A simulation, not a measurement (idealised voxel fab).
process module | voxel quadruple lines
cross-section cut | 230 nm wide | cells 5 nm
A cross-section is a grid of square cells, given in bands from the top down. A band is one or more rows of cells.
Each band's line starts with the height of the band's top and of its bottom, in nm. Then come its materials from left to right, each with its width in nm. One material with "throughout" fills the band from edge to edge. "air" is empty space.
Height 0 is the level under which the wafer as received is all one material. The lowest band goes on downwards, as in "0 down".
A width such as "30 to 40" changes by the same amount from each row of cells to the next, from the band's top row to its bottom row.
"no change" after a step means that no cell of the cross-section changed.
closed voids: empty space of 8 cells or more with no open way to the top, each as width x height at its distance from the left edge, in nm
after a step's settings: what the simulator itself notes on the step
overlay nm, on a step with a mask: how far to the right of its planned place the mask lay; to the left if negative
plan
1 op RECEIVE | material Si
2 op CONFORMAL_DEP | material SiO2 | thk nm 5
3 op DIRECTIONAL_DEP | material TiN | thk nm 10
4 op DIRECTIONAL_DEP | material polySi | thk nm 15
5 op DIRECTIONAL_DEP | material aC | thk nm 20
6 op PATTERN | tone cover | mask id MANDREL | material resist | width nm 25 | thk nm 25 | overlay nm 0
7 op DIRECTIONAL_ETCH | etch materials aC | depth nm 20
8 op STRIP | etch materials resist
9 op CONFORMAL_DEP | material SiO2 | thk nm 15
10 op DIRECTIONAL_ETCH | etch materials SiO2 | depth nm 15
11 op STRIP | etch materials aC
12 op DIRECTIONAL_ETCH | etch materials polySi | depth nm 15
13 op STRIP | etch materials SiO2
14 op CONFORMAL_DEP | material SiCN | thk nm 5
15 op DIRECTIONAL_ETCH | etch materials SiCN | depth nm 5
16 op STRIP | etch materials polySi
17 op DIRECTIONAL_ETCH | etch materials TiN | depth nm 10
18 op STRIP | etch materials SiCN
19 op FILL_DEP | material SiO2 | thk nm 5
20 op CMP | height nm 15
first wafer, as planned
as received, after step 1
  0 down: Si throughout
  closed voids: none
after step 2
  5 to 0: SiO2 throughout
  below 0: unchanged
after step 3
  15 to 5: TiN throughout
  below 5: unchanged
after step 4
  30 to 15: polySi throughout
  below 15: unchanged
after step 5
  50 to 30: aC throughout
  below 30: unchanged
after step 6
  75 to 50: air 100 | resist 25 | air 105
  below 50: unchanged
after step 7
  55 to 50: air 100 | resist 25 | air 105
  50 to 30: air 100 | aC 25 | air 105
  below 30: unchanged
after step 8
  50 to 30: air 100 | aC 25 | air 105
  below 30: unchanged
after step 9
  65 to 50: air 85 | SiO2 55 | air 90
  50 to 45: air 85 | SiO2 15 | aC 25 | SiO2 15 | air 90
  45 to 30: SiO2 100 | aC 25 | SiO2 105
  below 30: unchanged
after step 10
  50 to 30: air 85 | SiO2 15 | aC 25 | SiO2 15 | air 90
  below 30: unchanged
after step 11
  50 to 30: air 85 | SiO2 15 | air 25 | SiO2 15 | air 90
  below 30: unchanged
after step 12
  50 to 30: air 85 | SiO2 15 | air 25 | SiO2 15 | air 90
  30 to 15: air 85 | polySi 15 | air 25 | polySi 15 | air 90
  below 15: unchanged
after step 13
  30 to 15: air 85 | polySi 15 | air 25 | polySi 15 | air 90
  below 15: unchanged
after step 14
  35 to 30: air 80 | SiCN 25 | air 15 | SiCN 25 | air 85
  30 to 20: air 80 | SiCN 5 | polySi 15 | SiCN 5 | air 15 | SiCN 5 | polySi 15 | SiCN 5 | air 85
  20 to 15: SiCN 85 | polySi 15 | SiCN 25 | polySi 15 | SiCN 90
  below 15: unchanged
after step 15
  30 to 15: air 80 | SiCN 5 | polySi 15 | SiCN 5 | air 15 | SiCN 5 | polySi 15 | SiCN 5 | air 85
  below 15: unchanged
after step 16
  30 to 15: air 80 | SiCN 5 | air 15 | SiCN 5 | air 15 | SiCN 5 | air 15 | SiCN 5 | air 85
  below 15: unchanged
after step 17
  30 to 15: air 80 | SiCN 5 | air 15 | SiCN 5 | air 15 | SiCN 5 | air 15 | SiCN 5 | air 85
  15 to 5: air 80 | TiN 5 | air 15 | TiN 5 | air 15 | TiN 5 | air 15 | TiN 5 | air 85
  below 5: unchanged
after step 18
  15 to 5: air 80 | TiN 5 | air 15 | TiN 5 | air 15 | TiN 5 | air 15 | TiN 5 | air 85
  below 5: unchanged
after step 19
  20 to 15: SiO2 throughout
  15 to 5: SiO2 80 | TiN 5 | SiO2 15 | TiN 5 | SiO2 15 | TiN 5 | SiO2 15 | TiN 5 | SiO2 85
  below 5: unchanged
after step 20
  15 to 5: SiO2 80 | TiN 5 | SiO2 15 | TiN 5 | SiO2 15 | TiN 5 | SiO2 15 | TiN 5 | SiO2 85
  below 5: unchanged
second wafer: like start, like plan, one mistake. Through step 5 it matches the first wafer
when step 6 should have ended
  75 to 50: resist 100 | air 25 | resist 105
  below 50: unchanged
when step 7 should have ended
  55 to 50: resist 100 | air 25 | resist 105
  50 to 30: aC 100 | air 25 | aC 105
  below 30: unchanged
when step 8 should have ended
  50 to 30: aC 100 | air 25 | aC 105
  below 30: unchanged
when step 9 should have ended
  65 to 50: SiO2 throughout
  50 to 30: aC 100 | SiO2 25 | aC 105
  below 30: unchanged
when step 10 should have ended
  50 to 30: aC 100 | SiO2 25 | aC 105
  below 30: unchanged
when step 11 should have ended
  50 to 30: air 100 | SiO2 25 | air 105
  below 30: unchanged
when step 12 should have ended
  50 to 30: air 100 | SiO2 25 | air 105
  30 to 15: air 100 | polySi 25 | air 105
  below 15: unchanged
when step 13 should have ended
  30 to 15: air 100 | polySi 25 | air 105
  below 15: unchanged
when step 14 should have ended
  35 to 30: air 95 | SiCN 35 | air 100
  30 to 20: air 95 | SiCN 5 | polySi 25 | SiCN 5 | air 100
  20 to 15: SiCN 100 | polySi 25 | SiCN 105
  below 15: unchanged
when step 15 should have ended
  30 to 15: air 95 | SiCN 5 | polySi 25 | SiCN 5 | air 100
  below 15: unchanged
when step 16 should have ended
  30 to 15: air 95 | SiCN 5 | air 25 | SiCN 5 | air 100
  below 15: unchanged
when step 17 should have ended
  30 to 15: air 95 | SiCN 5 | air 25 | SiCN 5 | air 100
  15 to 5: air 95 | TiN 5 | air 25 | TiN 5 | air 100
  below 5: unchanged
when step 18 should have ended
  15 to 5: air 95 | TiN 5 | air 25 | TiN 5 | air 100
  below 5: unchanged
when step 19 should have ended
  20 to 15: SiO2 throughout
  15 to 5: SiO2 95 | TiN 5 | SiO2 25 | TiN 5 | SiO2 100
  below 5: unchanged
when step 20 should have ended
  15 to 5: SiO2 95 | TiN 5 | SiO2 25 | TiN 5 | SiO2 100
  below 5: unchanged
what went wrong: step 6 ran as: op PATTERN | tone open | mask id MANDREL | material resist | width nm 25 | thk nm 25 | overlay nm 0
at the end the second wafer has, in cells: 4 more of SiO2 | 4 fewer of TiN
